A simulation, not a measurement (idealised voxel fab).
You're looking at the process module voxel wiring stack.
The width of the displayed cross-section, cut, is 300 nm; its cells are square, with a size of 5 nm.
Cross-section layout: square cells on a grid; listed as bands, top to bottom; a band spans one or more cell rows.
Within each band entry, the heights of the top and of the bottom of the band appear first, in that order and in nm; the materials of the band then follow from left to right, each with its corresponding width in nm. The designation "everywhere" on a single material indicates that it fills the band from edge to edge; the designation "blank" indicates empty space.
Note: height 0 marks the level under which the wafer is uniformly one material as received. Lowest band unbounded below, written "0 and below".
You'd read "30..40" like this: the band's top row of cells is as wide as the first number, its bottom row is as wide as the second, and going down, every row changes width by the same amount as the row before did.
Where a step carries "no change", the cross-section came out of it unchanged, cell for cell.
In "Closed cavities" the enclosed voids are listed, meaning empty spaces of 8 cells or larger without any opening to the top. The form is width x height at distance, distance from the left edge, units nm.
That trailing text on a step's line, after the settings, is the simulator's own remark on the step.
A step line may carry the setting "overlay nm", which, for steps involving a mask, states the distance by which the mask lay to the right of its intended position; negative values denote displacement to the left.
[Steps in the process plan]
step 1: RECEIVE,material Si
step 2: CONFORMAL_DEP,material SiO2,thk nm 10
step 3: DIRECTIONAL_DEP,material TiN,thk nm 5
step 4: DIRECTIONAL_DEP,material W,thk nm 15
step 5: PATTERN,tone cover,mask id METAL_1,material resist,width nm 30,pitch nm 50,thk nm 20,overlay nm 0
step 6: DIRECTIONAL_ETCH,etch materials W,depth nm 15
step 7: DIRECTIONAL_ETCH,etch materials TiN,depth nm 5
step 8: STRIP,etch materials resist
step 9: FILL_DEP,material lowk,thk nm 10
step 10: CMP,height nm 30
step 11: CONFORMAL_DEP,material SiCN,thk nm 5
step 12: DIRECTIONAL_DEP,material lowk,thk nm 10
step 13: PATTERN,tone open,mask id PLUG_1,material resist,width nm 15,pitch nm 50,thk nm 20,overlay nm 0
step 14: DIRECTIONAL_ETCH,etch materials lowk,depth nm 10
step 15: DIRECTIONAL_ETCH,etch materials SiCN,depth nm 5
step 16: STRIP,etch materials resist
step 17: EPI,material Ru,thk nm 10
step 18: EPI,material Ru,thk nm 5
step 19: CONFORMAL_DEP,material SiCN,thk nm 5
step 20: DIRECTIONAL_DEP,material SiO2,thk nm 15
step 21: DIRECTIONAL_DEP,material aC,thk nm 10
step 22: PATTERN,tone open,mask id METAL_2,material resist,width nm 30,pitch nm 50,thk nm 30,overlay nm 0
step 23: DIRECTIONAL_ETCH,etch materials aC,depth nm 10
step 24: STRIP,etch materials resist
step 25: DIRECTIONAL_ETCH,etch materials SiO2,depth nm 15
step 26: DIRECTIONAL_ETCH,etch materials SiCN,depth nm 5
step 27: STRIP,etch materials aC
step 28: CONFORMAL_DEP,material TiN,thk nm 5
step 29: FILL_DEP,material Ru,thk nm 10
step 30: CMP,height nm 65
step 31: EPI,material Ru,thk nm 5
step 32: FILL_DEP,material SiCN,thk nm 5
[So, the first of our two wafers, run just as we planned it]
[Here's what the wafer looked like in cross-section when it arrived - that's after step 1]
	0 and below = Si everywhere
	Closed cavities: none
[Wafer section view after processing step 2]
	10 down to 0 = SiO2 everywhere
	Lower than 0, everything is as it was.
[Wafer section view after processing step 3]
	15 down to 10 = TiN everywhere
	Lower than 10, everything is as it was.
[Wafer section view after processing step 4]
	30 down to 15 = W everywhere
	Lower than 15, everything is as it was.
[Wafer section view after processing step 5]
	50 down to 30 = 85 blank, then 30 resist, then 20 blank, then 30 resist, then 20 blank, then 30 resist, then 85 blank
	Lower than 30, everything is as it was.
[Wafer section view after processing step 6]
	50 down to 30 = 85 blank, then 30 resist, then 20 blank, then 30 resist, then 20 blank, then 30 resist, then 85 blank
	30 down to 15 = 85 blank, then 30 W, then 20 blank, then 30 W, then 20 blank, then 30 W, then 85 blank
	Lower than 15, everything is as it was.
[Wafer section view after processing step 7]
	50 down to 30 = 85 blank, then 30 resist, then 20 blank, then 30 resist, then 20 blank, then 30 resist, then 85 blank
	30 down to 15 = 85 blank, then 30 W, then 20 blank, then 30 W, then 20 blank, then 30 W, then 85 blank
	15 down to 10 = 85 blank, then 30 TiN, then 20 blank, then 30 TiN, then 20 blank, then 30 TiN, then 85 blank
	Lower than 10, everything is as it was.
[Wafer section view after processing step 8]
	30 down to 15 = 85 blank, then 30 W, then 20 blank, then 30 W, then 20 blank, then 30 W, then 85 blank
	Lower than 15, everything is as it was.
[Wafer section view after processing step 9]
	40 down to 30 = lowk everywhere
	30 down to 15 = 85 lowk, then 30 W, then 20 lowk, then 30 W, then 20 lowk, then 30 W, then 85 lowk
	15 down to 10 = 85 lowk, then 30 TiN, then 20 lowk, then 30 TiN, then 20 lowk, then 30 TiN, then 85 lowk
	Lower than 10, everything is as it was.
[Wafer section view after processing step 10]
	30 down to 15 = 85 lowk, then 30 W, then 20 lowk, then 30 W, then 20 lowk, then 30 W, then 85 lowk
	Lower than 15, everything is as it was.
[Wafer section view after processing step 11]
	35 down to 30 = SiCN everywhere
	Lower than 30, everything is as it was.
[Wafer section view after processing step 12]
	45 down to 35 = lowk everywhere
	Lower than 35, everything is as it was.
[Wafer section view after processing step 13]
	65 down to 45 = 85 resist, then 15 blank, then 35 resist, then 15 blank, then 35 resist, then 15 blank, then 100 resist
	Lower than 45, everything is as it was.
[Wafer section view after processing step 14]
	65 down to 45 = 85 resist, then 15 blank, then 35 resist, then 15 blank, then 35 resist, then 15 blank, then 100 resist
	45 down to 35 = 85 lowk, then 15 blank, then 35 lowk, then 15 blank, then 35 lowk, then 15 blank, then 100 lowk
	Lower than 35, everything is as it was.
[Wafer section view after processing step 15]
	65 down to 45 = 85 resist, then 15 blank, then 35 resist, then 15 blank, then 35 resist, then 15 blank, then 100 resist
	45 down to 35 = 85 lowk, then 15 blank, then 35 lowk, then 15 blank, then 35 lowk, then 15 blank, then 100 lowk
	35 down to 30 = 85 SiCN, then 15 blank, then 35 SiCN, then 15 blank, then 35 SiCN, then 15 blank, then 100 SiCN
	Lower than 30, everything is as it was.
[Wafer section view after processing step 16]
	45 down to 35 = 85 lowk, then 15 blank, then 35 lowk, then 15 blank, then 35 lowk, then 15 blank, then 100 lowk
	Lower than 35, everything is as it was.
[Wafer section view after processing step 17]
	45 down to 40 = 85 lowk, then 15 blank, then 35 lowk, then 15 blank, then 35 lowk, then 15 blank, then 100 lowk
	40 down to 35 = 85 lowk, then 15 Ru, then 35 lowk, then 15 Ru, then 35 lowk, then 15 Ru, then 100 lowk
	35 down to 30 = 85 SiCN, then 15 Ru, then 35 SiCN, then 15 Ru, then 35 SiCN, then 15 Ru, then 100 SiCN
	Lower than 30, everything is as it was.
[Wafer section view after processing step 18]
	45 down to 35 = 85 lowk, then 15 Ru, then 35 lowk, then 15 Ru, then 35 lowk, then 15 Ru, then 100 lowk
	Lower than 35, everything is as it was.
[Wafer section view after processing step 19]
	50 down to 45 = SiCN everywhere
	Lower than 45, everything is as it was.
[Wafer section view after processing step 20]
	65 down to 50 = SiO2 everywhere
	Lower than 50, everything is as it was.
[Wafer section view after processing step 21]
	75 down to 65 = aC everywhere
	Lower than 65, everything is as it was.
[Wafer section view after processing step 22]
	105 down to 75 = 85 resist, then 30 blank, then 20 resist, then 30 blank, then 20 resist, then 30 blank, then 85 resist
	Lower than 75, everything is as it was.
[Wafer section view after processing step 23]
	95 down to 75 = 85 resist, then 30 blank, then 20 resist, then 30 blank, then 20 resist, then 30 blank, then 85 resist
	75 down to 65 = 85 aC, then 30 blank, then 20 aC, then 30 blank, then 20 aC, then 30 blank, then 85 aC
	Lower than 65, everything is as it was.
[Wafer section view after processing step 24]
	75 down to 65 = 85 aC, then 30 blank, then 20 aC, then 30 blank, then 20 aC, then 30 blank, then 85 aC
	Lower than 65, everything is as it was.
[Wafer section view after processing step 25]
	75 down to 65 = 85 aC, then 30 blank, then 20 aC, then 30 blank, then 20 aC, then 30 blank, then 85 aC
	65 down to 50 = 85 SiO2, then 30 blank, then 20 SiO2, then 30 blank, then 20 SiO2, then 30 blank, then 85 SiO2
	Lower than 50, everything is as it was.
[Wafer section view after processing step 26]
	75 down to 65 = 85 aC, then 30 blank, then 20 aC, then 30 blank, then 20 aC, then 30 blank, then 85 aC
	65 down to 50 = 85 SiO2, then 30 blank, then 20 SiO2, then 30 blank, then 20 SiO2, then 30 blank, then 85 SiO2
	50 down to 45 = 85 SiCN, then 30 blank, then 20 SiCN, then 30 blank, then 20 SiCN, then 30 blank, then 85 SiCN
	Lower than 45, everything is as it was.
[Wafer section view after processing step 27]
	65 down to 50 = 85 SiO2, then 30 blank, then 20 SiO2, then 30 blank, then 20 SiO2, then 30 blank, then 85 SiO2
	Lower than 50, everything is as it was.
[Wafer section view after processing step 28]
	70 down to 65 = 90 TiN, then 20 blank, then 30 TiN, then 20 blank, then 30 TiN, then 20 blank, then 90 TiN
	65 down to 50 = 85 SiO2, then 5 TiN, then 20 blank, then 5 TiN, then 20 SiO2, then 5 TiN, then 20 blank, then 5 TiN, then 20 SiO2, then 5 TiN, then 20 blank, then 5 TiN, then 85 SiO2
	50 down to 45 = 85 SiCN, then 30 TiN, then 20 SiCN, then 30 TiN, then 20 SiCN, then 30 TiN, then 85 SiCN
	Lower than 45, everything is as it was.
[Wafer section view after processing step 29]
	80 down to 70 = Ru everywhere
	70 down to 65 = 90 TiN, then 20 Ru, then 30 TiN, then 20 Ru, then 30 TiN, then 20 Ru, then 90 TiN
	65 down to 50 = 85 SiO2, then 5 TiN, then 20 Ru, then 5 TiN, then 20 SiO2, then 5 TiN, then 20 Ru, then 5 TiN, then 20 SiO2, then 5 TiN, then 20 Ru, then 5 TiN, then 85 SiO2
	Lower than 50, everything is as it was.
[Wafer section view after processing step 30]
	65 down to 50 = 85 SiO2, then 5 TiN, then 20 Ru, then 5 TiN, then 20 SiO2, then 5 TiN, then 20 Ru, then 5 TiN, then 20 SiO2, then 5 TiN, then 20 Ru, then 5 TiN, then 85 SiO2
	Lower than 50, everything is as it was.
[Wafer section view after processing step 31]
	70 down to 65 = 80 blank, then 40 Ru, then 10 blank, then 40 Ru, then 10 blank, then 40 Ru, then 80 blank
	Lower than 65, everything is as it was.
[Wafer section view after processing step 32]
	75 down to 70 = SiCN everywhere
	70 down to 65 = 80 SiCN, then 40 Ru, then 10 SiCN, then 40 Ru, then 10 SiCN, then 40 Ru, then 80 SiCN
	Lower than 65, everything is as it was.
[Here the second wafer is described. Its start and its plan were those of the first wafer. Its run contained one mistake. Up to and including step 29, it did exactly what the first wafer did]
Cross-section of the second wafer at the time by which step 30 should have been completed according to the plan: no change
[Cross-section of the second wafer at the time by which step 31 should have been completed according to the plan]
	85 down to 70 = Ru everywhere
	Lower than 70, everything is as it was.
[Cross-section of the second wafer at the time by which step 32 should have been completed according to the plan]
	90 down to 85 = SiCN everywhere
	Lower than 85, everything is as it was.
Deviation from plan: plan step 30 never ran because it was skipped
Wrapping up, a cell-based count of both wafers puts the second over or under the first for these materials: 168 more of Ru; 36 fewer of SiCN; 48 more of TiN
